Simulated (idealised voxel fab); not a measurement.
Herein follows the process module entitled voxel trench capacitor.
In the cross-section labelled cut, the width is 235 nm and each square cell is 5 nm.
A cross-section is a grid of square cells, given in bands from the top down. A band is one or more rows of cells.
Heights first: top, then bottom, in nm. Then materials, left to right, each with a width in nm. "everywhere" on a single material: fills the band edge to edge. "blank": empty space.
A quick word on heights: they are counted from 0, and under that level the wafer as it came to us is one material throughout. The lowest band is different from the rest in having no bottom; it simply continues downward, written as in "0 nm and below".
When a width is written as two numbers, as in "30->40", the first number is the width in the top row of cells of the band and the second is the width in its bottom row, and the width changes by the same amount from each row to the next.
No cell of the cross-section changed in a step that is given as "no alterations made".
Entry "Cavities, sealed". Content: empty spaces with no open connection to the top, size 8 cells or greater. Each: width x height at distance. Distance: from left edge. Unit: nm.
Step line, after settings: the simulator's comment on this step.
overlay nm: right-of-plan distance of the mask on a masked step; negative values mean left-of-plan.
### Set out below are the planned steps of the process
1. RECEIVE | material Si
2. CONFORMAL_DEP | material SiN | thk nm 10
3. MASKED_ETCH | tone open | mask id TRENCH | width nm 15 | pitch nm 45 | etch materials SiN | depth nm 10 | overlay nm 0
4. MASKED_ETCH | tone open | mask id TRENCH | width nm 15 | pitch nm 45 | etch materials Si | depth nm 25 | overlay nm 0
5. CONFORMAL_DEP | material SiO2 | thk nm 5
6. FILL_DEP | material polySi | thk nm 5
7. CMP | height nm 10
### Incoming wafer in cross-section (state: after step 1)
	0 nm and below  Si everywhere
	Cavities, sealed: none
### Sectioned view, first of two wafers, at the close of the module, processed as intended in the plan
	10 nm to 0 nm  SiN 85 nm / SiO2 5 nm / polySi 5 nm / SiO2 5 nm / SiN 30 nm / SiO2 5 nm / polySi 5 nm / SiO2 5 nm / SiN 90 nm
	0 nm to -20 nm  Si 85 nm / SiO2 5 nm / polySi 5 nm / SiO2 5 nm / Si 30 nm / SiO2 5 nm / polySi 5 nm / SiO2 5 nm / Si 90 nm
	-20 nm to -25 nm  Si 85 nm / SiO2 15 nm / Si 30 nm / SiO2 15 nm / Si 90 nm
	-25 nm and below  Si everywhere
	Cavities, sealed: none
### Cross-section, wafer two of two, end of module: same start and plan as wafer one, one error in execution
	10 nm to 0 nm  SiN 80 nm / SiO2 5->10 nm / polySi 15->5 nm / SiO2 5->10 nm / SiN 20 nm / SiO2 5->10 nm / polySi 15->5 nm / SiO2 5->10 nm / SiN 85 nm
	0 nm to -20 nm  Si 85 nm / SiO2 5 nm / polySi 5 nm / SiO2 5 nm / Si 30 nm / SiO2 5 nm / polySi 5 nm / SiO2 5 nm / Si 90 nm
	-20 nm to -25 nm  Si 85 nm / SiO2 15 nm / Si 30 nm / SiO2 15 nm / Si 90 nm
	-25 nm and below  Si everywhere
	Cavities, sealed: none
what went wrong: note that step 3 departed from the planned setting and was carried out as MASKED_ETCH | tone open | mask id TRENCH | width nm 25 | pitch nm 45 | etch materials SiN | depth nm 10 | overlay nm 0
Wafer comparison, final, in cells, second relative to first, materials more or fewer: 8 fewer of SiN; 4 more of SiO2; 4 more of polySi
